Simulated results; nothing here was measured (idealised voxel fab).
Module name: voxel capacitor over wiring (process module)
Cross-section cut: width 225 nm, square cells of 5 nm.
Cross-section, as written here: a square-cell grid given band by band from the top down, where a band holds one or more rows of cells.
It is stipulated that each band's entry specify, in nanometres, the height of the top of the band and then that of its bottom, followed by the materials of the band in left-to-right sequence, each together with its width in nanometres. A single material marked by the word "full width" is understood to fill the band from edge to edge; the word "blank" is understood to denote empty space.
For the purposes of this specification, 0 denotes the height below which the wafer in its as-received condition is composed wholly of one material, and the lowermost band, lacking a lower limit, extends downward without end, as expressed in "0 and below".
The width entry "30 to 40" should be interpreted row by row: the top row of cells in the band takes the first number, the bottom row takes the second number, and the change between adjacent rows is uniform throughout.
For the purposes of this document, the phrase "stayed the same" attached to a step denotes that no cell within the cross-section was modified by that step.
The list in "Entrapped voids" covers empty spaces of 8 cells or more that cannot reach the top through any open way, and it gives each as width x height at distance; the distance is from the left edge, and width, height and distance are in nm.
Step line, after settings: the simulator's comment on this step.
overlay nm: for a step with a mask, the amount by which the mask lay right of where it was planned; a negative amount means left of it.

-- Listed below are the process steps as planned
1: RECEIVE: material Si
2: CONFORMAL_DEP: material SiO2, thk nm 15
3: CONFORMAL_DEP: material SiCN, thk nm 5
4: DIRECTIONAL_DEP: material SiO2, thk nm 20
5: PATTERN: tone open, mask id METAL_1, material resist, width nm 30, pitch nm 95, thk nm 15, overlay nm 0
6: DIRECTIONAL_ETCH: etch materials SiO2, depth nm 20
7: DIRECTIONAL_ETCH: etch materials SiCN, depth nm 5
8: STRIP: etch materials resist
9: CONFORMAL_DEP: material TiN, thk nm 5
10: FILL_DEP: material Cu, thk nm 10
11: CMP: height nm 40
12: EPI: material Ru, thk nm 5
13: FILL_DEP: material SiCN, thk nm 5
14: DIRECTIONAL_DEP: material lowk, thk nm 15
15: MASKED_ETCH: tone open, mask id PLUG_1, width nm 15, etch materials lowk, depth nm 15, overlay nm 0
16: MASKED_ETCH: tone open, mask id PLUG_1, width nm 15, etch materials SiCN, depth nm 5, overlay nm 0
17: CONFORMAL_DEP: material TiN, thk nm 5
18: FILL_DEP: material Ru, thk nm 10
19: CMP: height nm 65
20: DIRECTIONAL_DEP: material TiN, thk nm 5
21: DIRECTIONAL_DEP: material SiN, thk nm 5
22: DIRECTIONAL_DEP: material TiN, thk nm 10
23: PATTERN: tone cover, mask id UPPER_PLATE, material resist, width nm 70, thk nm 15, overlay nm 0
24: DIRECTIONAL_ETCH: etch materials TiN, depth nm 10
25: DIRECTIONAL_ETCH: etch materials SiN, depth nm 5
26: STRIP: etch materials resist
27: PATTERN: tone cover, mask id LOWER_PLATE, material resist, width nm 80, thk nm 20, overlay nm 0
28: DIRECTIONAL_ETCH: etch materials TiN, depth nm 5
29: STRIP: etch materials resist
30: FILL_DEP: material SiO2, thk nm 20
31: CMP: height nm 100
32: DIRECTIONAL_DEP: material aC, thk nm 10
33: PATTERN: tone open, mask id PLUG_2, material resist, width nm 15, thk nm 30, overlay nm 0
34: DIRECTIONAL_ETCH: etch materials aC, depth nm 10
35: STRIP: etch materials resist
36: DIRECTIONAL_ETCH: etch materials SiO2, depth nm 15
37: STRIP: etch materials aC
38: CONFORMAL_DEP: material TiN, thk nm 5
39: FILL_DEP: material W, thk nm 5
40: CMP: height nm 100
41: CONFORMAL_DEP: material SiCN, thk nm 5

-- Cross-sectional view of the wafer in its as-received condition, corresponding to the state after step 1
0 and below = Si full width
Entrapped voids: none

-- First of two wafers at the end of the module, shown in cross-section; run carried out as planned
105 down to 100 = SiCN full width
100 down to 90 = 75 SiO2, 5 TiN, 5 W, 5 TiN, 135 SiO2
90 down to 85 = 75 SiO2, 15 TiN, 135 SiO2
85 down to 75 = 65 SiO2, 70 TiN, 90 SiO2
75 down to 70 = 65 SiO2, 70 SiN, 90 SiO2
70 down to 65 = 60 SiO2, 80 TiN, 85 SiO2
65 down to 50 = 65 lowk, 5 TiN, 5 Ru, 5 TiN, 145 lowk
50 down to 45 = 65 SiCN, 15 TiN, 145 SiCN
45 down to 40 = 45 SiCN, 40 Ru, 55 SiCN, 40 Ru, 45 SiCN
40 down to 20 = 50 SiO2, 5 TiN, 20 Cu, 5 TiN, 65 SiO2, 5 TiN, 20 Cu, 5 TiN, 50 SiO2
20 down to 15 = 50 SiCN, 30 TiN, 65 SiCN, 30 TiN, 50 SiCN
15 down to 0 = SiO2 full width
0 and below = Si full width
Entrapped voids: none

-- Here is the second of the two wafers cut open at the end of the module - same start, same plan as the first one, but we made one mistake running it
105 down to 100 = SiCN full width
100 down to 90 = 75 SiO2, 5 TiN, 5 W, 5 TiN, 135 SiO2
90 down to 85 = 75 SiO2, 15 TiN, 135 SiO2
85 down to 75 = 65 SiO2, 70 TiN, 90 SiO2
75 down to 70 = 65 SiO2, 70 SiN, 90 SiO2
70 down to 65 = 60 SiO2, 80 TiN, 85 SiO2
65 down to 50 = 65 lowk, 5 TiN, 5 Ru, 5 TiN, 145 lowk
50 down to 45 = 65 SiCN, 15 TiN, 145 SiCN
45 down to 40 = 45 SiCN, 40 Ru, 55 SiCN, 40 Ru, 45 SiCN
40 down to 35 = 50 SiO2, 5 TiN, 20 Cu, 5 TiN, 65 SiO2, 5 TiN, 20 Cu, 5 TiN, 50 SiO2
35 down to 30 = 50 SiCN, 30 TiN, 65 SiCN, 30 TiN, 50 SiCN
30 down to 0 = SiO2 full width
0 and below = Si full width
Entrapped voids: none
Which mistake was made when the wafer was run? step 2 of the plan was carried out twice
Once processing is complete, comparing cell counts shows that the second wafer has more or fewer of certain materials than the first: Cu: 24 fewer | SiO2: 36 more | TiN: 12 fewer
